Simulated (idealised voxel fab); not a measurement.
Herein follows the process module entitled voxel spacer lines.
Xsec cut, 295 nm wide, square cell size 5 nm.
When this document writes out a cross-section, it uses a grid of square cells and lists it as bands, beginning at the top and moving down, with a band standing for one or more rows of cells. Read a band's entry like this: the first values are the height of its top and the height of its bottom in nm, and what follows is the sequence of materials from left to right, each with its width in nm. Note that "blank" is empty space, and that a single material marked "edge to edge" reaches across the band from edge to edge. Measure heights from 0. That's the level where, below it, the as-received wafer is all one material. The lowest band is bottomless and extends downward; write it as in "top 0, no bottom". It should be noted that a width expressed as "30..40" varies in equal increments from row to row of cells within the band, taking the value of the first number at the top row and that of the second number at the bottom row. What does "no change" mean for a step? It means no cell of the cross-section changed in that step. "closed voids": sealed empty spaces, 8 cells or more, no open way to top, listed width x height at distance, with distance from the left edge and width, height and distance in nm. after a step's settings: what the simulator itself notes on the step. What "overlay nm" on a step's line means: if the step has a mask, that mask lay this far to the right of its planned place, or, when the value is negative, to the left.
[The planned process steps are enumerated hereunder]
- 1: RECEIVE with material Si
- 2: CONFORMAL_DEP with material SiO2, thk nm 5
- 3: DIRECTIONAL_DEP with material W, thk nm 15
- 4: DIRECTIONAL_DEP with material polySi, thk nm 20
- 5: PATTERN with tone cover, mask id MANDREL, material resist, width nm 15, pitch nm 60, thk nm 25, overlay nm 0
- 6: DIRECTIONAL_ETCH with etch materials polySi, depth nm 20
- 7: STRIP with etch materials resist
- 8: CONFORMAL_DEP with material SiN, thk nm 15
- 9: DIRECTIONAL_ETCH with etch materials SiN, depth nm 15
- 10: STRIP with etch materials polySi
- 11: DIRECTIONAL_ETCH with etch materials W, depth nm 15
- 12: STRIP with etch materials SiN
[First of two wafers, processed according to plan]
[Cross-section, incoming material, after step 1]
	top 0, no bottom: Si edge to edge
	closed voids: none
[The following cross-section depicts the wafer upon completion of step 2]
	top 5, bottom 0: SiO2 edge to edge
	Under 0: no change, same as before.
[The following cross-section depicts the wafer upon completion of step 3]
	top 20, bottom 5: W edge to edge
	Under 5: no change, same as before.
[The following cross-section depicts the wafer upon completion of step 4]
	top 40, bottom 20: polySi edge to edge
	Under 20: no change, same as before.
[The following cross-section depicts the wafer upon completion of step 5]
	top 65, bottom 40: blank=80; resist=15; blank=45; resist=15; blank=45; resist=15; blank=80
	Under 40: no change, same as before.
[The following cross-section depicts the wafer upon completion of step 6]
	top 65, bottom 40: blank=80; resist=15; blank=45; resist=15; blank=45; resist=15; blank=80
	top 40, bottom 20: blank=80; polySi=15; blank=45; polySi=15; blank=45; polySi=15; blank=80
	Under 20: no change, same as before.
[The following cross-section depicts the wafer upon completion of step 7]
	top 40, bottom 20: blank=80; polySi=15; blank=45; polySi=15; blank=45; polySi=15; blank=80
	Under 20: no change, same as before.
[The following cross-section depicts the wafer upon completion of step 8]
	top 55, bottom 40: blank=65; SiN=45; blank=15; SiN=45; blank=15; SiN=45; blank=65
	top 40, bottom 35: blank=65; SiN=15; polySi=15; SiN=15; blank=15; SiN=15; polySi=15; SiN=15; blank=15; SiN=15; polySi=15; SiN=15; blank=65
	top 35, bottom 20: SiN=80; polySi=15; SiN=45; polySi=15; SiN=45; polySi=15; SiN=80
	Under 20: no change, same as before.
[The following cross-section depicts the wafer upon completion of step 9]
	top 40, bottom 20: blank=65; SiN=15; polySi=15; SiN=15; blank=15; SiN=15; polySi=15; SiN=15; blank=15; SiN=15; polySi=15; SiN=15; blank=65
	Under 20: no change, same as before.
[The following cross-section depicts the wafer upon completion of step 10]
	top 40, bottom 20: blank=65; SiN=15; blank=15; SiN=15; blank=15; SiN=15; blank=15; SiN=15; blank=15; SiN=15; blank=15; SiN=15; blank=65
	Under 20: no change, same as before.
[The following cross-section depicts the wafer upon completion of step 11]
	top 40, bottom 20: blank=65; SiN=15; blank=15; SiN=15; blank=15; SiN=15; blank=15; SiN=15; blank=15; SiN=15; blank=15; SiN=15; blank=65
	top 20, bottom 5: blank=65; W=15; blank=15; W=15; blank=15; W=15; blank=15; W=15; blank=15; W=15; blank=15; W=15; blank=65
	Under 5: no change, same as before.
[The following cross-section depicts the wafer upon completion of step 12]
	top 20, bottom 5: blank=65; W=15; blank=15; W=15; blank=15; W=15; blank=15; W=15; blank=15; W=15; blank=15; W=15; blank=65
	Under 5: no change, same as before.
[Here the second wafer is described. Its start and its plan were those of the first wafer. Its run contained one mistake. Up to and including step 4, it did exactly what the first wafer did]
[Second wafer, section view, time point: scheduled end of step 5]
	top 65, bottom 40: blank=75; resist=25; blank=35; resist=25; blank=35; resist=25; blank=75
	Under 40: no change, same as before.
[Second wafer, section view, time point: scheduled end of step 6]
	top 65, bottom 40: blank=75; resist=25; blank=35; resist=25; blank=35; resist=25; blank=75
	top 40, bottom 20: blank=75; polySi=25; blank=35; polySi=25; blank=35; polySi=25; blank=75
	Under 20: no change, same as before.
[Second wafer, section view, time point: scheduled end of step 7]
	top 40, bottom 20: blank=75; polySi=25; blank=35; polySi=25; blank=35; polySi=25; blank=75
	Under 20: no change, same as before.
[Second wafer, section view, time point: scheduled end of step 8]
	top 55, bottom 40: blank=60; SiN=55; blank=5; SiN=55; blank=5; SiN=55; blank=60
	top 40, bottom 35: blank=60; SiN=15; polySi=25; SiN=15; blank=5; SiN=15; polySi=25; SiN=15; blank=5; SiN=15; polySi=25; SiN=15; blank=60
	top 35, bottom 20: SiN=75; polySi=25; SiN=35; polySi=25; SiN=35; polySi=25; SiN=75
	Under 20: no change, same as before.
[Second wafer, section view, time point: scheduled end of step 9]
	top 40, bottom 20: blank=60; SiN=15; polySi=25; SiN=15; blank=5; SiN=15; polySi=25; SiN=15; blank=5; SiN=15; polySi=25; SiN=15; blank=60
	Under 20: no change, same as before.
[Second wafer, section view, time point: scheduled end of step 10]
	top 40, bottom 20: blank=60; SiN=15; blank=25; SiN=15; blank=5; SiN=15; blank=25; SiN=15; blank=5; SiN=15; blank=25; SiN=15; blank=60
	Under 20: no change, same as before.
[Second wafer, section view, time point: scheduled end of step 11]
	top 40, bottom 20: blank=60; SiN=15; blank=25; SiN=15; blank=5; SiN=15; blank=25; SiN=15; blank=5; SiN=15; blank=25; SiN=15; blank=60
	top 20, bottom 5: blank=60; W=15; blank=25; W=15; blank=5; W=15; blank=25; W=15; blank=5; W=15; blank=25; W=15; blank=60
	Under 5: no change, same as before.
[Second wafer, section view, time point: scheduled end of step 12]
	top 20, bottom 5: blank=60; W=15; blank=25; W=15; blank=5; W=15; blank=25; W=15; blank=5; W=15; blank=25; W=15; blank=60
	Under 5: no change, same as before.
What was the processing mistake? step 5 ran as: PATTERN with tone cover, mask id MANDREL, material resist, width nm 25, pitch nm 60, thk nm 25, overlay nm 0
Upon completion, the cell count for each material on the second wafer equals that on the first, whereas the spatial distribution of those cells differs.
